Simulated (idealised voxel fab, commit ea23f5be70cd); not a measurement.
Herein follows the process module entitled voxel gate over fins.
This is section cut - it's 295 nm across, gridded in 5 nm square cells.
Just so we're on the same page, the cross-sections are grids of square cells, and they're listed out in bands top to bottom, each band one or more rows deep.
Quick guide to a band line: top height, bottom height (nm) up front; then every material left to right with its width in nm. Only one material and it's marked "full width"? Then it fills the band edge to edge. And "air" just means empty space.
Zero point of the height axis is 0; under it, received wafer = one material. Lowest band: continues down indefinitely, "0 and below".
It should be noted that a width expressed as "30->40" varies in equal increments from row to row of cells within the band, taking the value of the first number at the top row and that of the second number at the bottom row.
"same as before", as given for a step, is the statement that not any cell of the cross-section underwent a change during that step.
You'll see "Enclosed void list" listing empty spaces that have no way open to the top, as long as they're 8 cells or more; the notation is width x height at distance, where the distance is from the left edge, and all of it is in nm.
Past the settings on a step's line: simulator remark, on that step.
If you see "overlay nm" on a step's line and that step has a mask, it's telling you how far right of where it was planned the mask ended up; a negative number means it went left instead.
[Below is the list of planned process steps]
1) RECEIVE: material Si
2) CONFORMAL_DEP: material SiN, thk nm 10
3) MASKED_ETCH: tone cover, mask id FINS, width nm 15, pitch nm 55, etch materials SiN, depth nm 10, overlay nm 0
4) MASKED_ETCH: tone cover, mask id FINS, width nm 15, pitch nm 55, etch materials Si, depth nm 35, overlay nm 0
5) FILL_DEP: material SiO2, thk nm 10
6) CMP: height nm 10
7) PATTERN: tone open, mask id RAIL, material resist, width nm 15, thk nm 15, overlay nm 0
8) DIRECTIONAL_ETCH: etch materials SiO2, depth nm 40
9) STRIP: etch materials resist
10) CONFORMAL_DEP: material TiN, thk nm 5
11) FILL_DEP: material Ru, thk nm 5
12) CMP: height nm 10
13) SELECTIVE_ETCH: etch materials W Ru TiN, depth nm 30
14) FILL_DEP: material SiO2, thk nm 5
15) CMP: height nm 10
16) SELECTIVE_ETCH: etch materials SiO2, depth nm 25
17) STRIP: etch materials SiN
18) CONFORMAL_DEP: material HfO2, thk nm 5
19) CONFORMAL_DEP: material TiN, thk nm 5
20) FILL_DEP: material W, thk nm 10
21) CMP: height nm 15
22) CONFORMAL_DEP: material SiCN, thk nm 10
[The cross-section here shows the wafer as received, i.e. in its state after step 1]
	0 and below  Si full width
	Enclosed void list: none
[What the wafer looks like in cross-section after this module, when it starts as shown above and follows the plan above but one mistake is made in running it]
	25 down to 15  SiCN full width
	15 down to 10  W full width
	10 down to 5  W 100, then TiN 35, then W 20, then TiN 35, then W 105
	5 down to 0  W 100, then TiN 5, then HfO2 25, then TiN 5, then W 20, then TiN 5, then HfO2 25, then TiN 5, then W 105
	0 down to -5  W 100, then TiN 5, then HfO2 5, then Si 15, then HfO2 5, then TiN 5, then W 20, then TiN 5, then HfO2 5, then Si 15, then HfO2 5, then TiN 5, then W 105
	-5 down to -10  TiN 105, then HfO2 5, then Si 15, then HfO2 5, then TiN 30, then HfO2 5, then Si 15, then HfO2 5, then TiN 110
	-10 down to -15  HfO2 110, then Si 15, then HfO2 40, then Si 15, then HfO2 115
	-15 down to -20  SiO2 110, then Si 15, then SiO2 40, then Si 15, then SiO2 115
	-20 down to -25  Ru 105, then TiN 5, then Si 15, then TiN 10, then SiO2 15, then TiN 5, then Ru 5, then TiN 5, then Si 15, then TiN 5, then Ru 110
	-25 down to -30  TiN 110, then Si 15, then TiN 10, then SiO2 15, then TiN 15, then Si 15, then TiN 115
	-30 down to -35  SiO2 110, then Si 15, then SiO2 40, then Si 15, then SiO2 115
	-35 and below  Si full width
	Enclosed void list: none
So what did we get wrong on this run? off-plan run, step 7, actual operation and settings PATTERN: tone cover, mask id RAIL, material resist, width nm 15, thk nm 15, overlay nm 0
